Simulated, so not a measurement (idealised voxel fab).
Herein follows the process module entitled voxel capacitor over wiring.
This is section cut - it's 220 nm across, gridded in 5 nm square cells.
A cross-section in this document is a grid of square cells, and it is written down as bands, the top band listed before the ones below it; a band is made up of one or more rows of cells.
Basically the band line says how high the top is and how high the bottom is, in nm, and then what's in it from left to right, every material with its width in nm. Empty space shows up as "air", and if a single material carries "throughout" it runs the full band edge to edge.
Convention: height 0 is the level below which the wafer, as received, is all one material. The lowest band does not terminate at the bottom but continues downward, represented as "0 nm and below".
Top row gets the first number, bottom row gets the second, and each row in between changes by the same step: that is how a band width like "30..40" works.
"nothing changed", as given for a step, is the statement that not any cell of the cross-section underwent a change during that step.
Listed in "Tabulated closed voids": every empty space of 8 or more cells without an open way to the top. Form: width x height at distance, the distance being from the left edge, all in nm.
Read whatever lies past the settings on a step's line as the simulator's own remark about the step.
The optional step-line setting "overlay nm" applies to steps with a mask and quantifies how far to the right of its planned location the mask lay, a negative value indicating leftward placement.

# Steps planned for the process
- 1: RECEIVE [material Si]
- 2: CONFORMAL_DEP [material SiO2] [thk nm 10]
- 3: CONFORMAL_DEP [material SiN] [thk nm 5]
- 4: DIRECTIONAL_DEP [material lowk] [thk nm 15]
- 5: PATTERN [tone open] [mask id METAL_1] [material resist] [width nm 20] [pitch nm 70] [thk nm 15] [overlay nm 0]
- 6: DIRECTIONAL_ETCH [etch materials lowk] [depth nm 15]
- 7: DIRECTIONAL_ETCH [etch materials SiN] [depth nm 5]
- 8: STRIP [etch materials resist]
- 9: CONFORMAL_DEP [material TiN] [thk nm 5]
- 10: FILL_DEP [material Cu] [thk nm 10]
- 11: CMP [height nm 30]
- 12: CONFORMAL_DEP [material SiCN] [thk nm 5]
- 13: DIRECTIONAL_DEP [material lowk] [thk nm 20]
- 14: DIRECTIONAL_DEP [material aC] [thk nm 10]
- 15: PATTERN [tone open] [mask id PLUG_1] [material resist] [width nm 15] [thk nm 30] [overlay nm 0]
- 16: DIRECTIONAL_ETCH [etch materials aC] [depth nm 10]
- 17: STRIP [etch materials resist]
- 18: DIRECTIONAL_ETCH [etch materials lowk] [depth nm 20]
- 19: DIRECTIONAL_ETCH [etch materials SiCN] [depth nm 5]
- 20: STRIP [etch materials aC]
- 21: EPI [material Ru] [thk nm 10]
- 22: EPI [material Ru] [thk nm 10]
- 23: EPI [material Ru] [thk nm 5]
- 24: DIRECTIONAL_DEP [material TiN] [thk nm 10]
- 25: DIRECTIONAL_DEP [material SiN] [thk nm 5]
- 26: DIRECTIONAL_DEP [material TiN] [thk nm 10]
- 27: PATTERN [tone cover] [mask id UPPER_PLATE] [material resist] [width nm 55] [thk nm 15] [overlay nm 0]
- 28: DIRECTIONAL_ETCH [etch materials TiN] [depth nm 10]
- 29: DIRECTIONAL_ETCH [etch materials SiN] [depth nm 5]
- 30: STRIP [etch materials resist]
- 31: MASKED_ETCH [tone cover] [mask id LOWER_PLATE] [width nm 65] [etch materials TiN] [depth nm 10] [overlay nm 0]
- 32: FILL_DEP [material SiO2] [thk nm 15]
- 33: CMP [height nm 90]
- 34: DIRECTIONAL_DEP [material aC] [thk nm 15]
- 35: PATTERN [tone open] [mask id PLUG_2] [material resist] [width nm 15] [thk nm 30] [overlay nm 0]
- 36: DIRECTIONAL_ETCH [etch materials aC] [depth nm 15]
- 37: STRIP [etch materials resist]
- 38: DIRECTIONAL_ETCH [etch materials SiO2] [depth nm 10]
- 39: STRIP [etch materials aC]
- 40: CONFORMAL_DEP [material TiN] [thk nm 5]
- 41: FILL_DEP [material Cu] [thk nm 5]
- 42: CMP [height nm 90]
- 43: CONFORMAL_DEP [material SiCN] [thk nm 5]

# Wafer at receipt (post step 1), cross-section
0 nm and below | Si throughout
Tabulated closed voids: none

# Cross-sectional view of the first of the two wafers upon completion of the module, processed in accordance with the plan
95 nm to 90 nm | SiCN throughout
90 nm to 85 nm | SiO2: 80, then TiN: 5, then Cu: 5, then TiN: 5, then SiO2: 125
85 nm to 80 nm | SiO2: 80, then TiN: 15, then SiO2: 125
80 nm to 70 nm | SiO2: 70, then TiN: 55, then SiO2: 95
70 nm to 65 nm | SiO2: 70, then SiN: 55, then SiO2: 95
65 nm to 55 nm | SiO2: 65, then TiN: 65, then SiO2: 90
55 nm to 35 nm | lowk: 70, then Ru: 15, then lowk: 135
35 nm to 30 nm | SiCN: 70, then Ru: 15, then SiCN: 135
30 nm to 15 nm | lowk: 65, then TiN: 5, then Cu: 10, then TiN: 5, then lowk: 50, then TiN: 5, then Cu: 10, then TiN: 5, then lowk: 65
15 nm to 10 nm | SiN: 65, then TiN: 20, then SiN: 50, then TiN: 20, then SiN: 65
10 nm to 0 nm | SiO2 throughout
0 nm and below | Si throughout
Tabulated closed voids: none

# Wafer two cross-section, module end. Start and plan unchanged from wafer one; one mistake made during the run
95 nm to 90 nm | SiCN throughout
90 nm to 85 nm | SiO2: 80, then TiN: 5, then Cu: 5, then TiN: 5, then SiO2: 125
85 nm to 80 nm | SiO2: 80, then TiN: 15, then SiO2: 125
80 nm to 70 nm | SiO2: 70, then TiN: 15, then SiO2: 25, then TiN: 15, then SiO2: 95
70 nm to 65 nm | SiO2: 70, then SiN: 15, then SiO2: 25, then SiN: 15, then SiO2: 95
65 nm to 55 nm | SiO2: 65, then TiN: 20, then SiO2: 25, then TiN: 20, then SiO2: 90
55 nm to 45 nm | SiO2: 40, then Ru: 30, then lowk: 15, then TiN: 25, then Ru: 70, then SiO2: 40
45 nm to 40 nm | SiO2: 40, then Ru: 30, then lowk: 15, then SiN: 25, then Ru: 70, then SiO2: 40
40 nm to 35 nm | SiO2: 40, then Ru: 30, then lowk: 15, then TiN: 25, then Ru: 70, then SiO2: 40
35 nm to 30 nm | SiO2: 40, then Ru: 30, then SiCN: 15, then TiN: 25, then Ru: 70, then SiO2: 40
30 nm to 15 nm | lowk: 65, then TiN: 5, then Cu: 10, then TiN: 5, then lowk: 50, then TiN: 5, then Cu: 10, then TiN: 5, then lowk: 65
15 nm to 10 nm | SiN: 65, then TiN: 20, then SiN: 50, then TiN: 20, then SiN: 65
10 nm to 0 nm | SiO2 throughout
0 nm and below | Si throughout
Tabulated closed voids: none
What went wrong in running the wafer? step 15 was run on a setting that differed from the plan, and what really ran there is PATTERN [tone cover] [mask id PLUG_1] [material resist] [width nm 15] [thk nm 30] [overlay nm 0]
The closing comparison, in cells, has the second wafer with more or fewer of some materials than the first: 85 more of Ru, 38 fewer of SiCN, 105 more of SiO2, 152 fewer of lowk
